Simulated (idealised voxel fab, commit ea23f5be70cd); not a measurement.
voxel self aligned contacts: a process module
Cross-section cut spans 170 nm and uses square cells 5 nm in size.
A cross-section is a grid of square cells, given in bands from the top down. A band is one or more rows of cells.
Basically the band line says how high the top is and how high the bottom is, in nm, and then what's in it from left to right, every material with its width in nm. Empty space shows up as "blank", and if a single material carries "edge to edge" it runs the full band edge to edge.
Beneath 0, the wafer as received is one material, and that level is where height counting begins. The lowest band goes on downward without a bottom; it is written like "0 nm and below".
Note: "30..40" means the width goes from the first number (top row of the band) to the second number (bottom row) in equal steps per row of cells.
"no modifications" after a step means that no cell of the cross-section changed.
Any empty space of 8 cells or more lacking an open way to the top shows up in "Internal closed voids" as width x height at distance, distance from the left edge, in nm.
Where a step's line continues beyond its settings, the continuation is a remark by the simulator itself on that step.
The line of a step may include "overlay nm". On a step with a mask, this value is how far to the right of its planned place the mask lay. A negative value means the mask lay to the left.
Planned process steps:
step 1: op RECEIVE | material Si
step 2: op CONFORMAL_DEP | material SiO2 | thk nm 5
step 3: op DIRECTIONAL_DEP | material polySi | thk nm 30
step 4: op DIRECTIONAL_DEP | material SiN | thk nm 25
step 5: op MASKED_ETCH | tone cover | mask id GATE | width nm 30 | pitch nm 70 | etch materials SiN | depth nm 25 | overlay nm 0
step 6: op MASKED_ETCH | tone cover | mask id GATE | width nm 30 | pitch nm 70 | etch materials polySi | depth nm 30 | overlay nm 0
step 7: op CONFORMAL_DEP | material SiN | thk nm 10
step 8: op DIRECTIONAL_ETCH | etch materials SiN | depth nm 10
step 9: op FILL_DEP | material SiO2 | thk nm 10
step 10: op CMP | height nm 65
step 11: op DIRECTIONAL_DEP | material aC | thk nm 15
step 12: op PATTERN | tone open | mask id CONTACT | material resist | width nm 50 | thk nm 35 | overlay nm 0
step 13: op DIRECTIONAL_ETCH | etch materials aC | depth nm 15
step 14: op STRIP | etch materials resist
step 15: op DIRECTIONAL_ETCH | etch materials SiO2 | depth nm 65
step 16: op STRIP | etch materials aC
step 17: op CONFORMAL_DEP | material TiN | thk nm 5
step 18: op FILL_DEP | material W | thk nm 5
step 19: op CMP | height nm 65
step 20: op CONFORMAL_DEP | material SiN | thk nm 5
Below: the first of two wafers, run as planned:
As-received wafer cross-section (after step 1):
- 0 nm and below: Si edge to edge
- Internal closed voids: none
Wafer section view after processing step 2:
- 5 nm to 0 nm: SiO2 edge to edge
- below 0: unchanged
Wafer section view after processing step 3:
- 35 nm to 5 nm: polySi edge to edge
- below 5: unchanged
Wafer section view after processing step 4:
- 60 nm to 35 nm: SiN edge to edge
- below 35: unchanged
Wafer section view after processing step 5:
- 60 nm to 35 nm: blank 35 nm / SiN 30 nm / blank 40 nm / SiN 30 nm / blank 35 nm
- below 35: unchanged
Wafer section view after processing step 6:
- 60 nm to 35 nm: blank 35 nm / SiN 30 nm / blank 40 nm / SiN 30 nm / blank 35 nm
- 35 nm to 5 nm: blank 35 nm / polySi 30 nm / blank 40 nm / polySi 30 nm / blank 35 nm
- below 5: unchanged
Wafer section view after processing step 7:
- 70 nm to 35 nm: blank 25 nm / SiN 50 nm / blank 20 nm / SiN 50 nm / blank 25 nm
- 35 nm to 15 nm: blank 25 nm / SiN 10 nm / polySi 30 nm / SiN 10 nm / blank 20 nm / SiN 10 nm / polySi 30 nm / SiN 10 nm / blank 25 nm
- 15 nm to 5 nm: SiN 35 nm / polySi 30 nm / SiN 40 nm / polySi 30 nm / SiN 35 nm
- below 5: unchanged
Wafer section view after processing step 8:
- 60 nm to 35 nm: blank 25 nm / SiN 50 nm / blank 20 nm / SiN 50 nm / blank 25 nm
- 35 nm to 5 nm: blank 25 nm / SiN 10 nm / polySi 30 nm / SiN 10 nm / blank 20 nm / SiN 10 nm / polySi 30 nm / SiN 10 nm / blank 25 nm
- below 5: unchanged
Wafer section view after processing step 9:
- 70 nm to 60 nm: SiO2 edge to edge
- 60 nm to 35 nm: SiO2 25 nm / SiN 50 nm / SiO2 20 nm / SiN 50 nm / SiO2 25 nm
- 35 nm to 5 nm: SiO2 25 nm / SiN 10 nm / polySi 30 nm / SiN 10 nm / SiO2 20 nm / SiN 10 nm / polySi 30 nm / SiN 10 nm / SiO2 25 nm
- below 5: unchanged
Wafer section view after processing step 10:
- 65 nm to 60 nm: SiO2 edge to edge
- below 60: unchanged
Wafer section view after processing step 11:
- 80 nm to 65 nm: aC edge to edge
- below 65: unchanged
Wafer section view after processing step 12:
- 115 nm to 80 nm: resist 60 nm / blank 50 nm / resist 60 nm
- below 80: unchanged
Wafer section view after processing step 13:
- 100 nm to 80 nm: resist 60 nm / blank 50 nm / resist 60 nm
- 80 nm to 65 nm: aC 60 nm / blank 50 nm / aC 60 nm
- below 65: unchanged
Wafer section view after processing step 14:
- 80 nm to 65 nm: aC 60 nm / blank 50 nm / aC 60 nm
- below 65: unchanged
Wafer section view after processing step 15:
- 80 nm to 65 nm: aC 60 nm / blank 50 nm / aC 60 nm
- 65 nm to 60 nm: SiO2 60 nm / blank 50 nm / SiO2 60 nm
- 60 nm to 35 nm: SiO2 25 nm / SiN 50 nm / blank 20 nm / SiN 50 nm / SiO2 25 nm
- 35 nm to 5 nm: SiO2 25 nm / SiN 10 nm / polySi 30 nm / SiN 10 nm / blank 20 nm / SiN 10 nm / polySi 30 nm / SiN 10 nm / SiO2 25 nm
- 5 nm to 0 nm: SiO2 75 nm / blank 20 nm / SiO2 75 nm
- below 0: unchanged
Wafer section view after processing step 16:
- 65 nm to 60 nm: SiO2 60 nm / blank 50 nm / SiO2 60 nm
- below 60: unchanged
Wafer section view after processing step 17:
- 70 nm to 65 nm: TiN 65 nm / blank 40 nm / TiN 65 nm
- 65 nm to 60 nm: SiO2 60 nm / TiN 20 nm / blank 10 nm / TiN 20 nm / SiO2 60 nm
- 60 nm to 35 nm: SiO2 25 nm / SiN 50 nm / TiN 5 nm / blank 10 nm / TiN 5 nm / SiN 50 nm / SiO2 25 nm
- 35 nm to 5 nm: SiO2 25 nm / SiN 10 nm / polySi 30 nm / SiN 10 nm / TiN 5 nm / blank 10 nm / TiN 5 nm / SiN 10 nm / polySi 30 nm / SiN 10 nm / SiO2 25 nm
- 5 nm to 0 nm: SiO2 75 nm / TiN 20 nm / SiO2 75 nm
- below 0: unchanged
Wafer section view after processing step 18:
- 75 nm to 70 nm: W edge to edge
- 70 nm to 65 nm: TiN 65 nm / W 40 nm / TiN 65 nm
- 65 nm to 60 nm: SiO2 60 nm / TiN 20 nm / W 10 nm / TiN 20 nm / SiO2 60 nm
- 60 nm to 35 nm: SiO2 25 nm / SiN 50 nm / TiN 5 nm / W 10 nm / TiN 5 nm / SiN 50 nm / SiO2 25 nm
- 35 nm to 5 nm: SiO2 25 nm / SiN 10 nm / polySi 30 nm / SiN 10 nm / TiN 5 nm / W 10 nm / TiN 5 nm / SiN 10 nm / polySi 30 nm / SiN 10 nm / SiO2 25 nm
- below 5: unchanged
Wafer section view after processing step 19:
- 65 nm to 60 nm: SiO2 60 nm / TiN 20 nm / W 10 nm / TiN 20 nm / SiO2 60 nm
- below 60: unchanged
Wafer section view after processing step 20:
- 70 nm to 65 nm: SiN edge to edge
- below 65: unchanged
Companion wafer, the second of two: same beginning, same intended sequence, one mistake in carrying it out; through step 4 inclusive it tracks the first exactly:
At the planned end of step 5, the second wafer in cross-section:
- 60 nm to 35 nm: blank 40 nm / SiN 25 nm / blank 45 nm / SiN 25 nm / blank 35 nm
- below 35: unchanged
At the planned end of step 6, the second wafer in cross-section:
- 60 nm to 35 nm: blank 40 nm / SiN 25 nm / blank 45 nm / SiN 25 nm / blank 35 nm
- 35 nm to 5 nm: blank 35 nm / polySi 30 nm / blank 40 nm / polySi 30 nm / blank 35 nm
- below 5: unchanged
At the planned end of step 7, the second wafer in cross-section:
- 70 nm to 45 nm: blank 30 nm / SiN 45 nm / blank 25 nm / SiN 45 nm / blank 25 nm
- 45 nm to 35 nm: blank 25 nm / SiN 50 nm / blank 20 nm / SiN 50 nm / blank 25 nm
- 35 nm to 15 nm: blank 25 nm / SiN 10 nm / polySi 30 nm / SiN 10 nm / blank 20 nm / SiN 10 nm / polySi 30 nm / SiN 10 nm / blank 25 nm
- 15 nm to 5 nm: SiN 35 nm / polySi 30 nm / SiN 40 nm / polySi 30 nm / SiN 35 nm
- below 5: unchanged
At the planned end of step 8, the second wafer in cross-section:
- 60 nm to 35 nm: blank 30 nm / SiN 45 nm / blank 25 nm / SiN 45 nm / blank 25 nm
- 35 nm to 5 nm: blank 25 nm / SiN 10 nm / polySi 30 nm / SiN 10 nm / blank 20 nm / SiN 10 nm / polySi 30 nm / SiN 10 nm / blank 25 nm
- below 5: unchanged
At the planned end of step 9, the second wafer in cross-section:
- 70 nm to 60 nm: SiO2 edge to edge
- 60 nm to 35 nm: SiO2 30 nm / SiN 45 nm / SiO2 25 nm / SiN 45 nm / SiO2 25 nm
- 35 nm to 5 nm: SiO2 25 nm / SiN 10 nm / polySi 30 nm / SiN 10 nm / SiO2 20 nm / SiN 10 nm / polySi 30 nm / SiN 10 nm / SiO2 25 nm
- below 5: unchanged
At the planned end of step 10, the second wafer in cross-section:
- 65 nm to 60 nm: SiO2 edge to edge
- below 60: unchanged
At the planned end of step 11, the second wafer in cross-section:
- 80 nm to 65 nm: aC edge to edge
- below 65: unchanged
At the planned end of step 12, the second wafer in cross-section:
- 115 nm to 80 nm: resist 60 nm / blank 50 nm / resist 60 nm
- below 80: unchanged
At the planned end of step 13, the second wafer in cross-section:
- 100 nm to 80 nm: resist 60 nm / blank 50 nm / resist 60 nm
- 80 nm to 65 nm: aC 60 nm / blank 50 nm / aC 60 nm
- below 65: unchanged
At the planned end of step 14, the second wafer in cross-section:
- 80 nm to 65 nm: aC 60 nm / blank 50 nm / aC 60 nm
- below 65: unchanged
At the planned end of step 15, the second wafer in cross-section:
- 80 nm to 65 nm: aC 60 nm / blank 50 nm / aC 60 nm
- 65 nm to 60 nm: SiO2 60 nm / blank 50 nm / SiO2 60 nm
- 60 nm to 35 nm: SiO2 30 nm / SiN 45 nm / blank 25 nm / SiN 45 nm / SiO2 25 nm
- 35 nm to 5 nm: SiO2 25 nm / SiN 10 nm / polySi 30 nm / SiN 10 nm / blank 20 nm / SiN 10 nm / polySi 30 nm / SiN 10 nm / SiO2 25 nm
- 5 nm to 0 nm: SiO2 75 nm / blank 20 nm / SiO2 75 nm
- below 0: unchanged
At the planned end of step 16, the second wafer in cross-section:
- 65 nm to 60 nm: SiO2 60 nm / blank 50 nm / SiO2 60 nm
- below 60: unchanged
At the planned end of step 17, the second wafer in cross-section:
- 70 nm to 65 nm: TiN 65 nm / blank 40 nm / TiN 65 nm
- 65 nm to 60 nm: SiO2 60 nm / TiN 20 nm / blank 15 nm / TiN 15 nm / SiO2 60 nm
- 60 nm to 40 nm: SiO2 30 nm / SiN 45 nm / TiN 5 nm / blank 15 nm / TiN 5 nm / SiN 45 nm / SiO2 25 nm
- 40 nm to 35 nm: SiO2 30 nm / SiN 45 nm / TiN 5 nm / blank 10 nm / TiN 10 nm / SiN 45 nm / SiO2 25 nm
- 35 nm to 5 nm: SiO2 25 nm / SiN 10 nm / polySi 30 nm / SiN 10 nm / TiN 5 nm / blank 10 nm / TiN 5 nm / SiN 10 nm / polySi 30 nm / SiN 10 nm / SiO2 25 nm
- 5 nm to 0 nm: SiO2 75 nm / TiN 20 nm / SiO2 75 nm
- below 0: unchanged
At the planned end of step 18, the second wafer in cross-section:
- 75 nm to 70 nm: W edge to edge
- 70 nm to 65 nm: TiN 65 nm / W 40 nm / TiN 65 nm
- 65 nm to 60 nm: SiO2 60 nm / TiN 20 nm / W 15 nm / TiN 15 nm / SiO2 60 nm
- 60 nm to 40 nm: SiO2 30 nm / SiN 45 nm / TiN 5 nm / W 15 nm / TiN 5 nm / SiN 45 nm / SiO2 25 nm
- 40 nm to 35 nm: SiO2 30 nm / SiN 45 nm / TiN 5 nm / W 10 nm / TiN 10 nm / SiN 45 nm / SiO2 25 nm
- 35 nm to 5 nm: SiO2 25 nm / SiN 10 nm / polySi 30 nm / SiN 10 nm / TiN 5 nm / W 10 nm / TiN 5 nm / SiN 10 nm / polySi 30 nm / SiN 10 nm / SiO2 25 nm
- below 5: unchanged
At the planned end of step 19, the second wafer in cross-section:
- 65 nm to 60 nm: SiO2 60 nm / TiN 20 nm / W 15 nm / TiN 15 nm / SiO2 60 nm
- below 60: unchanged
At the planned end of step 20, the second wafer in cross-section:
- 70 nm to 65 nm: SiN edge to edge
- below 65: unchanged
What went wrong in running the wafer? step 5 ran with different settings than intended, the actual operation and settings being op MASKED_ETCH | tone cover | mask id GATE | width nm 25 | pitch nm 70 | etch materials SiN | depth nm 25 | overlay nm 0
End of process, cell counts, second wafer against first, materials with more or fewer: SiN -10; SiO2 +5; W +5
